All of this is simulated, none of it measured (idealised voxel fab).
You're looking at the process module voxel gate over fins.
It is cross-section cut that appears here, measuring 210 nm in width, its square cells being 5 nm in size.
Each cross-section below is a grid of square cells, stated as bands in top-down order, with one or more rows of cells making up each band. Look at the band entry: it leads with the top's height and the bottom's height in nm. Then it lists the materials left to right, with a width in nm for each. The word "everywhere" on a single material says that material fills the band edge to edge. The word "blank" is empty space. Heights are expressed relative to 0, this being the level below which the as-received wafer comprises one material exclusively. The lowest band is unbounded in the downward direction and is denoted as in "0 and below". Note: "30 to 40" means the width goes from the first number (top row of the band) to the second number (bottom row) in equal steps per row of cells. The designation "no change", where it is given for a processing step, indicates that no cell of the cross-section was altered in the course of that step. The label "Closed void entries" introduces a list of the empty spaces, 8 cells or larger, that have no open way up to the top; each entry in it reads width x height at distance, where the distance is taken from the left edge and all three are stated in nm. Where a step's line continues beyond its settings, the continuation is a remark by the simulator itself on that step. "overlay nm" denotes, for a step that has a mask, the displacement of the mask to the right of its planned place, with negative values corresponding to the left.

The following list gives the planned process steps:
1: RECEIVE with material Si
2: CONFORMAL_DEP with material SiN, thk nm 10
3: MASKED_ETCH with tone cover, mask id FINS, width nm 15, pitch nm 40, etch materials SiN, depth nm 10, overlay nm 0
4: MASKED_ETCH with tone cover, mask id FINS, width nm 15, pitch nm 40, etch materials Si, depth nm 35, overlay nm 0
5: OXIDIZE with depth nm 5
6: FILL_DEP with material SiO2, thk nm 15
7: CMP with height nm 10
8: SELECTIVE_ETCH with etch materials SiO2, depth nm 20
9: STRIP with etch materials SiN
10: CONFORMAL_DEP with material HfO2, thk nm 5
11: CONFORMAL_DEP with material TiN, thk nm 5
12: FILL_DEP with material W, thk nm 15
13: CMP with height nm 20
14: CONFORMAL_DEP with material SiN, thk nm 5

What follows covers the first of two wafers; it ran as planned:

Cross-section of the wafer at receipt, which is the condition after step 1:
0 and below  Si everywhere
Closed void entries: none

After step 2, in cross-section:
10 down to 0  SiN everywhere
No changes below 0.

After step 3, in cross-section:
10 down to 0  blank (75); SiN (15); blank (25); SiN (15); blank (80)
No changes below 0.

After step 4, in cross-section:
10 down to 0  blank (75); SiN (15); blank (25); SiN (15); blank (80)
0 down to -35  blank (75); Si (15); blank (25); Si (15); blank (80)
No changes below -35.

After step 5, in cross-section:
10 down to 0  blank (75); SiN (15); blank (25); SiN (15); blank (80)
0 down to -35  blank (75); SiO2 (5); Si (5); SiO2 (5); blank (25); SiO2 (5); Si (5); SiO2 (5); blank (80)
-35 down to -40  SiO2 (80); Si (5); SiO2 (35); Si (5); SiO2 (85)
No changes below -40.

After step 6, in cross-section:
25 down to 10  SiO2 everywhere
10 down to 0  SiO2 (75); SiN (15); SiO2 (25); SiN (15); SiO2 (80)
0 down to -40  SiO2 (80); Si (5); SiO2 (35); Si (5); SiO2 (85)
No changes below -40.

After step 7, in cross-section:
10 down to 0  SiO2 (75); SiN (15); SiO2 (25); SiN (15); SiO2 (80)
No changes below 0.

After step 8, in cross-section:
10 down to 0  blank (75); SiN (15); blank (25); SiN (15); blank (80)
0 down to -10  blank (80); Si (5); blank (35); Si (5); blank (85)
No changes below -10.

After step 9, in cross-section:
0 down to -10  blank (80); Si (5); blank (35); Si (5); blank (85)
No changes below -10.

After step 10, in cross-section:
5 down to 0  blank (75); HfO2 (15); blank (25); HfO2 (15); blank (80)
0 down to -5  blank (75); HfO2 (5); Si (5); HfO2 (5); blank (25); HfO2 (5); Si (5); HfO2 (5); blank (80)
-5 down to -10  HfO2 (80); Si (5); HfO2 (35); Si (5); HfO2 (85)
No changes below -10.

After step 11, in cross-section:
10 down to 5  blank (70); TiN (25); blank (15); TiN (25); blank (75)
5 down to 0  blank (70); TiN (5); HfO2 (15); TiN (5); blank (15); TiN (5); HfO2 (15); TiN (5); blank (75)
0 down to -5  TiN (75); HfO2 (5); Si (5); HfO2 (5); TiN (25); HfO2 (5); Si (5); HfO2 (5); TiN (80)
No changes below -5.

After step 12, in cross-section:
25 down to 10  W everywhere
10 down to 5  W (70); TiN (25); W (15); TiN (25); W (75)
5 down to 0  W (70); TiN (5); HfO2 (15); TiN (5); W (15); TiN (5); HfO2 (15); TiN (5); W (75)
No changes below 0.

After step 13, in cross-section:
20 down to 10  W everywhere
No changes below 10.

After step 14, in cross-section:
25 down to 20  SiN everywhere
No changes below 20.

Second wafer, same starting conditions and recipe as the first, one mistake in executing it, nothing differs from the first up to and including step 1:

Second wafer, section view, time point: scheduled end of step 2: no change

Second wafer, section view, time point: scheduled end of step 3: no change

Second wafer, section view, time point: scheduled end of step 4:
0 down to -35  blank (75); Si (15); blank (25); Si (15); blank (80)
No changes below -35.

Second wafer, section view, time point: scheduled end of step 5:
0 down to -5  blank (75); SiO2 (15); blank (25); SiO2 (15); blank (80)
-5 down to -35  blank (75); SiO2 (5); Si (5); SiO2 (5); blank (25); SiO2 (5); Si (5); SiO2 (5); blank (80)
-35 down to -40  SiO2 (80); Si (5); SiO2 (35); Si (5); SiO2 (85)
No changes below -40.

Second wafer, section view, time point: scheduled end of step 6:
15 down to -5  SiO2 everywhere
-5 down to -40  SiO2 (80); Si (5); SiO2 (35); Si (5); SiO2 (85)
No changes below -40.

Second wafer, section view, time point: scheduled end of step 7:
10 down to -5  SiO2 everywhere
No changes below -5.

Second wafer, section view, time point: scheduled end of step 8:
-5 down to -10  blank (80); Si (5); blank (35); Si (5); blank (85)
No changes below -10.

Second wafer, section view, time point: scheduled end of step 9: no change

Second wafer, section view, time point: scheduled end of step 10:
0 down to -5  blank (75); HfO2 (15); blank (25); HfO2 (15); blank (80)
-5 down to -10  HfO2 (80); Si (5); HfO2 (35); Si (5); HfO2 (85)
No changes below -10.

Second wafer, section view, time point: scheduled end of step 11:
5 down to 0  blank (70); TiN (25); blank (15); TiN (25); blank (75)
0 down to -5  TiN (75); HfO2 (15); TiN (25); HfO2 (15); TiN (80)
No changes below -5.

Second wafer, section view, time point: scheduled end of step 12:
20 down to 5  W everywhere
5 down to 0  W (70); TiN (25); W (15); TiN (25); W (75)
No changes below 0.

Second wafer, section view, time point: scheduled end of step 13: no change

Second wafer, section view, time point: scheduled end of step 14:
25 down to 20  SiN everywhere
No changes below 20.
Plan not followed: the plan's step 2 went unexecuted, having been skipped
End of process, cell counts, second wafer against first, materials with more or fewer: -4 HfO2, -2 Si, -4 TiN, +10 W
